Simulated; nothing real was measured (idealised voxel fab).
Name of the process module below: voxel air gaps
Cross-section cut spans 155 nm and uses square cells 5 nm in size.
Think of the cross-section as a grid of square cells. We describe it in bands, top to bottom, and each band covers one or more rows of those cells. It is stipulated that each band's entry specify, in nanometres, the height of the top of the band and then that of its bottom, followed by the materials of the band in left-to-right sequence, each together with its width in nanometres. A single material marked by the word "full width" is understood to fill the band from edge to edge; the word "empty" is understood to denote empty space. Heights are reckoned from 0. Under this level, the received wafer is all of one material. The bottommost band is open-ended downward, for example "0 -> down". Think of "30..40" as a width that walks from the first number to the second as you go down the band, top row to bottom row, taking equal-sized steps from row to row. Any step labelled "nothing changed" changed none of the cells in the cross-section. Closed-off voids of 8+ cells (no open route to the top) go in "Trapped cavities", written width x height at distance from the left edge, in nm. Anything after a step's settings on that line? It's the simulator's own note about the step. overlay nm: mask offset rightward from planned place, masked step; negative means leftward offset.

PROCESS STEPS (PLANNED)
1 RECEIVE (material Si)
2 CONFORMAL_DEP (material SiO2; thk nm 10)
3 CONFORMAL_DEP (material SiN; thk nm 5)
4 DIRECTIONAL_DEP (material SiO2; thk nm 30)
5 DIRECTIONAL_DEP (material aC; thk nm 10)
6 PATTERN (tone open; mask id LINES; material resist; width nm 20; pitch nm 45; thk nm 30; overlay nm 0)
7 DIRECTIONAL_ETCH (etch materials aC; depth nm 10)
8 STRIP (etch materials resist)
9 DIRECTIONAL_ETCH (etch materials SiO2; depth nm 30)
10 STRIP (etch materials aC)
11 CONFORMAL_DEP (material TiN; thk nm 5)
12 FILL_DEP (material Ru; thk nm 5)
13 CMP (height nm 45)
14 EPI (material Ru; thk nm 10)
15 SELECTIVE_ETCH (etch materials SiO2; depth nm 40)
16 CONFORMAL_DEP (material SiCN; thk nm 5)

FIRST OF THE TWO WAFERS, RUN PER PLAN

THIS IS THE CROSS-SECTION OF THE WAFER AS WE RECEIVED IT, I.E. AFTER STEP 1
  0 -> down = Si full width
  Trapped cavities: none

WAFER AFTER STEP 2 (CROSS-SECTION)
  10 -> 0 = SiO2 full width
  Unchanged below 0.

WAFER AFTER STEP 3 (CROSS-SECTION)
  15 -> 10 = SiN full width
  Unchanged below 10.

WAFER AFTER STEP 4 (CROSS-SECTION)
  45 -> 15 = SiO2 full width
  Unchanged below 15.

WAFER AFTER STEP 5 (CROSS-SECTION)
  55 -> 45 = aC full width
  Unchanged below 45.

WAFER AFTER STEP 6 (CROSS-SECTION)
  85 -> 55 = 20 nm resist, 20 nm empty, 25 nm resist, 20 nm empty, 25 nm resist, 20 nm empty, 25 nm resist
  Unchanged below 55.

WAFER AFTER STEP 7 (CROSS-SECTION)
  75 -> 55 = 20 nm resist, 20 nm empty, 25 nm resist, 20 nm empty, 25 nm resist, 20 nm empty, 25 nm resist
  55 -> 45 = 20 nm aC, 20 nm empty, 25 nm aC, 20 nm empty, 25 nm aC, 20 nm empty, 25 nm aC
  Unchanged below 45.

WAFER AFTER STEP 8 (CROSS-SECTION)
  55 -> 45 = 20 nm aC, 20 nm empty, 25 nm aC, 20 nm empty, 25 nm aC, 20 nm empty, 25 nm aC
  Unchanged below 45.

WAFER AFTER STEP 9 (CROSS-SECTION)
  55 -> 45 = 20 nm aC, 20 nm empty, 25 nm aC, 20 nm empty, 25 nm aC, 20 nm empty, 25 nm aC
  45 -> 15 = 20 nm SiO2, 20 nm empty, 25 nm SiO2, 20 nm empty, 25 nm SiO2, 20 nm empty, 25 nm SiO2
  Unchanged below 15.

WAFER AFTER STEP 10 (CROSS-SECTION)
  45 -> 15 = 20 nm SiO2, 20 nm empty, 25 nm SiO2, 20 nm empty, 25 nm SiO2, 20 nm empty, 25 nm SiO2
  Unchanged below 15.

WAFER AFTER STEP 11 (CROSS-SECTION)
  50 -> 45 = 25 nm TiN, 10 nm empty, 35 nm TiN, 10 nm empty, 35 nm TiN, 10 nm empty, 30 nm TiN
  45 -> 20 = 20 nm SiO2, 5 nm TiN, 10 nm empty, 5 nm TiN, 25 nm SiO2, 5 nm TiN, 10 nm empty, 5 nm TiN, 25 nm SiO2, 5 nm TiN, 10 nm empty, 5 nm TiN, 25 nm SiO2
  20 -> 15 = 20 nm SiO2, 20 nm TiN, 25 nm SiO2, 20 nm TiN, 25 nm SiO2, 20 nm TiN, 25 nm SiO2
  Unchanged below 15.

WAFER AFTER STEP 12 (CROSS-SECTION)
  55 -> 50 = Ru full width
  50 -> 45 = 25 nm TiN, 10 nm Ru, 35 nm TiN, 10 nm Ru, 35 nm TiN, 10 nm Ru, 30 nm TiN
  45 -> 20 = 20 nm SiO2, 5 nm TiN, 10 nm Ru, 5 nm TiN, 25 nm SiO2, 5 nm TiN, 10 nm Ru, 5 nm TiN, 25 nm SiO2, 5 nm TiN, 10 nm Ru, 5 nm TiN, 25 nm SiO2
  Unchanged below 20.

WAFER AFTER STEP 13 (CROSS-SECTION)
  45 -> 20 = 20 nm SiO2, 5 nm TiN, 10 nm Ru, 5 nm TiN, 25 nm SiO2, 5 nm TiN, 10 nm Ru, 5 nm TiN, 25 nm SiO2, 5 nm TiN, 10 nm Ru, 5 nm TiN, 25 nm SiO2
  Unchanged below 20.

WAFER AFTER STEP 14 (CROSS-SECTION)
  55 -> 45 = 10 nm empty, 40 nm Ru, 5 nm empty, 40 nm Ru, 5 nm empty, 40 nm Ru, 15 nm empty
  Unchanged below 45.

WAFER AFTER STEP 15 (CROSS-SECTION)
  55 -> 45 = 10 nm empty, 40 nm Ru, 5 nm empty, 40 nm Ru, 5 nm empty, 40 nm Ru, 15 nm empty
  45 -> 20 = 20 nm empty, 5 nm TiN, 10 nm Ru, 5 nm TiN, 25 nm empty, 5 nm TiN, 10 nm Ru, 5 nm TiN, 25 nm empty, 5 nm TiN, 10 nm Ru, 5 nm TiN, 25 nm empty
  20 -> 15 = 20 nm empty, 20 nm TiN, 25 nm empty, 20 nm TiN, 25 nm empty, 20 nm TiN, 25 nm empty
  Unchanged below 15.

WAFER AFTER STEP 16 (CROSS-SECTION)
  60 -> 55 = 5 nm empty, 140 nm SiCN, 10 nm empty
  55 -> 45 = 5 nm empty, 5 nm SiCN, 40 nm Ru, 5 nm SiCN, 40 nm Ru, 5 nm SiCN, 40 nm Ru, 5 nm SiCN, 10 nm empty
  45 -> 40 = 5 nm empty, 15 nm SiCN, 5 nm TiN, 10 nm Ru, 5 nm TiN, 25 nm SiCN, 5 nm TiN, 10 nm Ru, 5 nm TiN, 25 nm SiCN, 5 nm TiN, 10 nm Ru, 5 nm TiN, 15 nm SiCN, 10 nm empty
  40 -> 20 = 15 nm empty, 5 nm SiCN, 5 nm TiN, 10 nm Ru, 5 nm TiN, 5 nm SiCN, 15 nm empty, 5 nm SiCN, 5 nm TiN, 10 nm Ru, 5 nm TiN, 5 nm SiCN, 15 nm empty, 5 nm SiCN, 5 nm TiN, 10 nm Ru, 5 nm TiN, 5 nm SiCN, 20 nm empty
  20 -> 15 = 20 nm SiCN, 20 nm TiN, 25 nm SiCN, 20 nm TiN, 25 nm SiCN, 20 nm TiN, 25 nm SiCN
  Unchanged below 15.
  Trapped cavities: 15 x 20 at 45; 15 x 20 at 90

SECOND WAFER, SAME STARTING CONDITIONS AND RECIPE AS THE FIRST, ONE MISTAKE IN EXECUTING IT, NOTHING DIFFERS FROM THE FIRST UP TO AND INCLUDING STEP 15

Planned end of step 16: second wafer, cross-section: nothing changed
What went wrong in running the wafer? step 16 of the plan was jumped over and never run
At the finish, the second wafer shows more or fewer cells for some materials than the first does: SiCN: 95 fewer
The final tally of closed voids stands at 2 on the first wafer and 0 on the second.
